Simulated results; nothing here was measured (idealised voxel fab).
Herein follows the process module entitled voxel self aligned vias.
175 nm wide, 5 nm square cells: that's cross-section cut.
Heads up, the way a cross-section reads in here is a grid of square cells, handed over as bands from the top down, with every band being one or more rows of cells.
The entry gives the band's vertical extent as a top height and a bottom height in nm, then its horizontal make-up as materials from left to right, each with a width in nm. "blank" stands for empty space; a single material marked "everywhere" fills the band edge to edge.
Beneath 0, the wafer as received is one material, and that level is where height counting begins. The lowest band goes on downward without a bottom; it is written like "from 0 down".
A two-number width, for instance "30..40", indicates that the width is equal to the first number in the top row of the band and to the second number in the bottom row, and that it changes by a constant amount per row of cells.
"nothing altered" after a step means that no cell of the cross-section changed.
Entry "Enclosed internal voids" = empty spaces >= 8 cells with no open way to the top; each as width x height at distance, distance from left edge, all nm.
Heads up: the bit after the settings on a step's line is the simulator's remark on that step.
The optional step-line setting "overlay nm" applies to steps with a mask and quantifies how far to the right of its planned location the mask lay, a negative value indicating leftward placement.
Steps planned for the process:
1: op RECEIVE | material Si
2: op CONFORMAL_DEP | material SiO2 | thk nm 15
3: op CONFORMAL_DEP | material SiCN | thk nm 5
4: op DIRECTIONAL_DEP | material lowk | thk nm 20
5: op PATTERN | tone open | mask id LINES | material resist | width nm 20 | pitch nm 70 | thk nm 15 | overlay nm 0
6: op DIRECTIONAL_ETCH | etch materials lowk | depth nm 20
7: op STRIP | etch materials resist
8: op CONFORMAL_DEP | material TiN | thk nm 5
9: op FILL_DEP | material Ru | thk nm 10
10: op CMP | height nm 40
11: op SELECTIVE_ETCH | etch materials W Ru TiN | depth nm 5
12: op FILL_DEP | material SiN | thk nm 10
13: op CMP | height nm 40
14: op DIRECTIONAL_DEP | material lowk | thk nm 20
15: op PATTERN | tone open | mask id VIAS | material resist | width nm 40 | thk nm 20 | overlay nm 0
16: op DIRECTIONAL_ETCH | etch materials lowk | depth nm 20
17: op DIRECTIONAL_ETCH | etch materials SiN | depth nm 5
18: op STRIP | etch materials resist
19: op CONFORMAL_DEP | material TiN | thk nm 5
20: op FILL_DEP | material W | thk nm 5
21: op CMP | height nm 60
22: op CONFORMAL_DEP | material SiCN | thk nm 5
Step 1 complete: cross-section of the wafer as received:
  from 0 down = Si everywhere
  Enclosed internal voids: none
Cross-sectional image of the first of two wafers at the end of the module, the run having proceeded as planned:
  from 65 to 60 = SiCN everywhere
  from 60 to 45 = 30 nm lowk  5 nm TiN  30 nm W  5 nm TiN  105 nm lowk
  from 45 to 40 = 30 nm lowk  15 nm TiN  10 nm W  15 nm TiN  105 nm lowk
  from 40 to 35 = 40 nm lowk  20 nm TiN  50 nm lowk  20 nm SiN  45 nm lowk
  from 35 to 25 = 40 nm lowk  5 nm TiN  10 nm Ru  5 nm TiN  50 nm lowk  5 nm TiN  10 nm Ru  5 nm TiN  45 nm lowk
  from 25 to 20 = 40 nm lowk  20 nm TiN  50 nm lowk  20 nm TiN  45 nm lowk
  from 20 to 15 = SiCN everywhere
  from 15 to 0 = SiO2 everywhere
  from 0 down = Si everywhere
  Enclosed internal voids: none
Cross-sectional image of the second wafer of the two following completion of the module. Starting state and process plan were the same as for the first wafer; one execution error occurred:
  from 65 to 60 = SiCN everywhere
  from 60 to 45 = 30 nm lowk  5 nm TiN  30 nm W  5 nm TiN  105 nm lowk
  from 45 to 40 = 30 nm lowk  15 nm TiN  10 nm W  15 nm TiN  105 nm lowk
  from 40 to 35 = 40 nm lowk  20 nm TiN  50 nm lowk  20 nm SiN  45 nm lowk
  from 35 to 30 = 40 nm lowk  20 nm TiN  50 nm lowk  20 nm TiN  45 nm lowk
  from 30 to 25 = SiCN everywhere
  from 25 to 0 = SiO2 everywhere
  from 0 down = Si everywhere
  Enclosed internal voids: none
Plan not followed: step 2 did not happen as planned, as run it was op CONFORMAL_DEP | material SiO2 | thk nm 25
FYI, end of process, the second wafer has more or fewer cells of some materials than the first: Ru -8; SiO2 +70; TiN -8; lowk -54
